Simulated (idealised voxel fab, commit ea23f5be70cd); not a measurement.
process module | voxel fin reveal
Cross-sectional view cut (width: 235 nm; square cell size: 5 nm).
The cross-sections in this document take the form of a grid made of square cells. They are written out as bands, in order from top to bottom. Each band consists of one or more rows of cells. Look at the band entry: it leads with the top's height and the bottom's height in nm. Then it lists the materials left to right, with a width in nm for each. The word "throughout" on a single material says that material fills the band edge to edge. The word "air" is empty space. Heights from 0 (as-received wafer is one material below). Bottom band endless downward, as "0 -> down". Width "30->40": first value at the band's top row of cells, second value at its bottom row, equal change from row to row. "remained unchanged", as given for a step, is the statement that not any cell of the cross-section underwent a change during that step. Reported under the label "Closed void table" are the empty spaces having no open way to the top and comprising 8 cells or more; the notation for each is width x height at distance, in which the distance is measured from the left edge and all three values are in nm. Post-settings text on a step line: simulator's own remark regarding the step. You can add "overlay nm" to a step's line. For a step with a mask, it describes how far the mask lay to the right of its planned position, and a negative number describes a lay to the left.

# Process steps - plan
- 1: op RECEIVE | material Si
- 2: op CONFORMAL_DEP | material SiN | thk nm 5
- 3: op PATTERN | tone cover | mask id FINS | material resist | width nm 15 | pitch nm 40 | thk nm 20 | overlay nm 0
- 4: op DIRECTIONAL_ETCH | etch materials SiN | depth nm 5
- 5: op DIRECTIONAL_ETCH | etch materials Si | depth nm 40
- 6: op STRIP | etch materials resist
- 7: op FILL_DEP | material SiO2 | thk nm 10
- 8: op CMP | height nm 5
- 9: op SELECTIVE_ETCH | etch materials SiO2 | depth nm 30
- 10: op STRIP | etch materials SiN
- 11: op CONFORMAL_DEP | material SiO2 | thk nm 5

# The cross-section here shows the wafer as received, i.e. in its state after step 1
  0 -> down = Si throughout
  Closed void table: none

# End-of-module XS, first of two wafers, run as planned
  5 -> 0 = 45 nm air; 25 nm SiO2; 15 nm air; 25 nm SiO2; 15 nm air; 25 nm SiO2; 15 nm air; 25 nm SiO2; 45 nm air
  0 -> -20 = 45 nm air; 5 nm SiO2; 15 nm Si; 5 nm SiO2; 15 nm air; 5 nm SiO2; 15 nm Si; 5 nm SiO2; 15 nm air; 5 nm SiO2; 15 nm Si; 5 nm SiO2; 15 nm air; 5 nm SiO2; 15 nm Si; 5 nm SiO2; 45 nm air
  -20 -> -40 = 50 nm SiO2; 15 nm Si; 25 nm SiO2; 15 nm Si; 25 nm SiO2; 15 nm Si; 25 nm SiO2; 15 nm Si; 50 nm SiO2
  -40 -> down = Si throughout
  Closed void table: none

# second wafer at the end: like start, like plan, one mistake
  5 -> 0 = 45 nm air; 25 nm SiO2; 15 nm air; 25 nm SiO2; 15 nm air; 25 nm SiO2; 15 nm air; 25 nm SiO2; 45 nm air
  0 -> -20 = 45 nm air; 5 nm SiO2; 15 nm Si; 5 nm SiO2; 15 nm air; 5 nm SiO2; 15 nm Si; 5 nm SiO2; 15 nm air; 5 nm SiO2; 15 nm Si; 5 nm SiO2; 15 nm air; 5 nm SiO2; 15 nm Si; 5 nm SiO2; 45 nm air
  -20 -> -25 = 25 nm SiO2; 20 nm air; 5 nm SiO2; 15 nm Si; 5 nm SiO2; 15 nm air; 5 nm SiO2; 15 nm Si; 5 nm SiO2; 15 nm air; 5 nm SiO2; 15 nm Si; 5 nm SiO2; 15 nm air; 5 nm SiO2; 15 nm Si; 5 nm SiO2; 20 nm air; 25 nm SiO2
  -25 -> -40 = 50 nm SiO2; 15 nm Si; 25 nm SiO2; 15 nm Si; 25 nm SiO2; 15 nm Si; 25 nm SiO2; 15 nm Si; 50 nm SiO2
  -40 -> down = Si throughout
  Closed void table: none
What went wrong in running the wafer? plan steps 9 and 10 run swapped
Per the end-of-run cell counts, the second wafer holds more or fewer of some materials than the first: SiO2: 17 fewer
